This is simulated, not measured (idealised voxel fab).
Process module name: voxel wiring stack
Section shown: cut. Width: 275 nm. Cell size: 5 nm, square.
Throughout this document, each cross-section is represented as a grid of square cells and is presented as a sequence of bands enumerated from the top downward, where a band comprises one or more rows of cells.
Read a band's entry like this: the first values are the height of its top and the height of its bottom in nm, and what follows is the sequence of materials from left to right, each with its width in nm. Note that "empty" is empty space, and that a single material marked "edge to edge" reaches across the band from edge to edge.
Beneath 0, the wafer as received is one material, and that level is where height counting begins. The lowest band goes on downward without a bottom; it is written like "0 and below".
The two numbers in a width such as "30 to 40" mark its ends across the band: the first belongs to the top row of cells, the second to the bottom row, and from each row to the next the width moves by the same amount.
What does "same as before" mean for a step? It means no cell of the cross-section changed in that step.
Heads up: "Closed voids list" only lists the empty pockets with no open path to the top that are 8 cells or more, and it writes them as width x height at distance, distance from the left edge, in nm.
On a step's line, text after the settings is the simulator commenting on that step.
Regarding "overlay nm": on a step with a mask, it is the distance the mask lay to the right of its planned place; a negative value places it to the left.

### So here's the lineup of process steps we planned
1 RECEIVE (material Si)
2 CONFORMAL_DEP (material SiO2; thk nm 15)
3 CONFORMAL_DEP (material SiCN; thk nm 5)
4 DIRECTIONAL_DEP (material SiO2; thk nm 20)
5 DIRECTIONAL_DEP (material aC; thk nm 15)
6 PATTERN (tone open; mask id METAL_1; material resist; width nm 30; pitch nm 45; thk nm 30; overlay nm 0)
7 DIRECTIONAL_ETCH (etch materials aC; depth nm 15)
8 STRIP (etch materials resist)
9 DIRECTIONAL_ETCH (etch materials SiO2; depth nm 20)
10 DIRECTIONAL_ETCH (etch materials SiCN; depth nm 5)
11 STRIP (etch materials aC)
12 CONFORMAL_DEP (material TiN; thk nm 5)
13 FILL_DEP (material Cu; thk nm 5)
14 CMP (height nm 40)
15 CONFORMAL_DEP (material SiCN; thk nm 5)
16 DIRECTIONAL_DEP (material lowk; thk nm 30)
17 PATTERN (tone open; mask id METAL_2; material resist; width nm 30; pitch nm 45; thk nm 15; overlay nm -15)
18 DIRECTIONAL_ETCH (etch materials lowk; depth nm 15)
19 STRIP (etch materials resist)
20 PATTERN (tone open; mask id METAL_2_HOLES; material resist; width nm 15; pitch nm 90; thk nm 20; overlay nm 0)
21 DIRECTIONAL_ETCH (etch materials lowk; depth nm 15)
22 DIRECTIONAL_ETCH (etch materials SiCN; depth nm 5)
23 STRIP (etch materials resist)
24 CONFORMAL_DEP (material TiN; thk nm 5)
25 FILL_DEP (material Cu; thk nm 5)
26 CMP (height nm 75)
27 CONFORMAL_DEP (material SiCN; thk nm 5)
28 DIRECTIONAL_DEP (material lowk; thk nm 25)
29 DIRECTIONAL_DEP (material aC; thk nm 15)
30 PATTERN (tone open; mask id METAL_3; material resist; width nm 30; pitch nm 45; thk nm 30; overlay nm 0)
31 DIRECTIONAL_ETCH (etch materials aC; depth nm 15)
32 STRIP (etch materials resist)
33 DIRECTIONAL_ETCH (etch materials lowk; depth nm 15)
34 STRIP (etch materials aC)
35 DIRECTIONAL_DEP (material aC; thk nm 10)
36 PATTERN (tone open; mask id METAL_3_HOLES; material resist; width nm 15; pitch nm 90; thk nm 25; overlay nm 0)
37 DIRECTIONAL_ETCH (etch materials aC; depth nm 10)
38 STRIP (etch materials resist)
39 DIRECTIONAL_ETCH (etch materials lowk; depth nm 10)
40 DIRECTIONAL_ETCH (etch materials SiCN; depth nm 5)
41 STRIP (etch materials aC)
42 CONFORMAL_DEP (material TiN; thk nm 5)
43 FILL_DEP (material Cu; thk nm 5)
44 CMP (height nm 105)
45 CONFORMAL_DEP (material SiCN; thk nm 5)
It is noted that the wafers described herein are identical at the outset and are distinguished by the overlay nm of step 17; the value stated in the plan corresponds to the first wafer.

### As-received state after step 1, first of several wafers, cross-section
> 0 and below  Si edge to edge
> Closed voids list: none

### Depicted here is the first of several wafers in cross-section, at module completion following the last step, step 45
> 110 down to 105  SiCN edge to edge
> 105 down to 95  lowk 75 | TiN 5 | Cu 20 | TiN 5 | lowk 15 | TiN 5 | Cu 20 | TiN 5 | lowk 15 | TiN 5 | Cu 20 | TiN 5 | lowk 80
> 95 down to 90  lowk 75 | TiN 5 | Cu 5 | TiN 20 | lowk 15 | TiN 30 | lowk 15 | TiN 5 | Cu 5 | TiN 20 | lowk 80
> 90 down to 80  lowk 75 | TiN 5 | Cu 5 | TiN 5 | lowk 75 | TiN 5 | Cu 5 | TiN 5 | lowk 95
> 80 down to 75  SiCN 75 | TiN 15 | SiCN 75 | TiN 15 | SiCN 95
> 75 down to 65  lowk 60 | TiN 5 | Cu 20 | TiN 5 | lowk 15 | TiN 5 | Cu 20 | TiN 5 | lowk 15 | TiN 5 | Cu 20 | TiN 5 | lowk 95
> 65 down to 60  lowk 60 | TiN 20 | Cu 5 | TiN 5 | lowk 15 | TiN 30 | lowk 15 | TiN 20 | Cu 5 | TiN 5 | lowk 95
> 60 down to 45  lowk 75 | TiN 5 | Cu 5 | TiN 5 | lowk 75 | TiN 5 | Cu 5 | TiN 5 | lowk 95
> 45 down to 40  SiCN 75 | TiN 15 | SiCN 75 | TiN 15 | SiCN 95
> 40 down to 20  SiO2 75 | TiN 5 | Cu 20 | TiN 5 | SiO2 15 | TiN 5 | Cu 20 | TiN 5 | SiO2 15 | TiN 5 | Cu 20 | TiN 5 | SiO2 80
> 20 down to 15  SiCN 75 | TiN 30 | SiCN 15 | TiN 30 | SiCN 15 | TiN 30 | SiCN 80
> 15 down to 0  SiO2 edge to edge
> 0 and below  Si edge to edge
> Closed voids list: none

### The final wafer, sectioned at module end
> 110 down to 105  SiCN edge to edge
> 105 down to 95  lowk 75 | TiN 5 | Cu 20 | TiN 5 | lowk 15 | TiN 5 | Cu 20 | TiN 5 | lowk 15 | TiN 5 | Cu 20 | TiN 5 | lowk 80
> 95 down to 90  lowk 75 | TiN 5 | Cu 5 | TiN 20 | lowk 15 | TiN 30 | lowk 15 | TiN 5 | Cu 5 | TiN 20 | lowk 80
> 90 down to 80  lowk 75 | TiN 5 | Cu 5 | TiN 5 | lowk 75 | TiN 5 | Cu 5 | TiN 5 | lowk 95
> 80 down to 75  SiCN 75 | TiN 15 | SiCN 75 | TiN 15 | SiCN 95
> 75 down to 65  lowk 75 | TiN 5 | Cu 35 | TiN 5 | lowk 15 | TiN 5 | Cu 65 | TiN 5 | lowk 65
> 65 down to 60  lowk 75 | TiN 45 | lowk 15 | TiN 75 | lowk 65
> 60 down to 45  lowk edge to edge
> 45 down to 40  SiCN edge to edge
> 40 down to 20  SiO2 75 | TiN 5 | Cu 20 | TiN 5 | SiO2 15 | TiN 5 | Cu 20 | TiN 5 | SiO2 15 | TiN 5 | Cu 20 | TiN 5 | SiO2 80
> 20 down to 15  SiCN 75 | TiN 30 | SiCN 15 | TiN 30 | SiCN 15 | TiN 30 | SiCN 80
> 15 down to 0  SiO2 edge to edge
> 0 and below  Si edge to edge
> Closed voids list: none

### Note: the following table is arranged by wafer, a row apiece. Each row reports the end-of-module state: per material, cells gained (+) or cells lost (-) compared with the wafer as received; closed voids follow
overlay nm -15; +110 Cu; +190 SiCN; +313 SiO2; +130 TiN; +467 lowk; Closed voids list: none
overlay nm -10; +110 Cu; +190 SiCN; +313 SiO2; +130 TiN; +467 lowk; Closed voids list: none
overlay nm -5; +110 Cu; +190 SiCN; +313 SiO2; +130 TiN; +467 lowk; Closed voids list: none
overlay nm 0; +110 Cu; +190 SiCN; +313 SiO2; +130 TiN; +467 lowk; Closed voids list: none
overlay nm 5; +106 Cu; +192 SiCN; +313 SiO2; +132 TiN; +467 lowk; Closed voids list: none
overlay nm 10; +110 Cu; +194 SiCN; +313 SiO2; +126 TiN; +467 lowk; Closed voids list: none
overlay nm 15; +118 Cu; +196 SiCN; +313 SiO2; +116 TiN; +467 lowk; Closed voids list: none
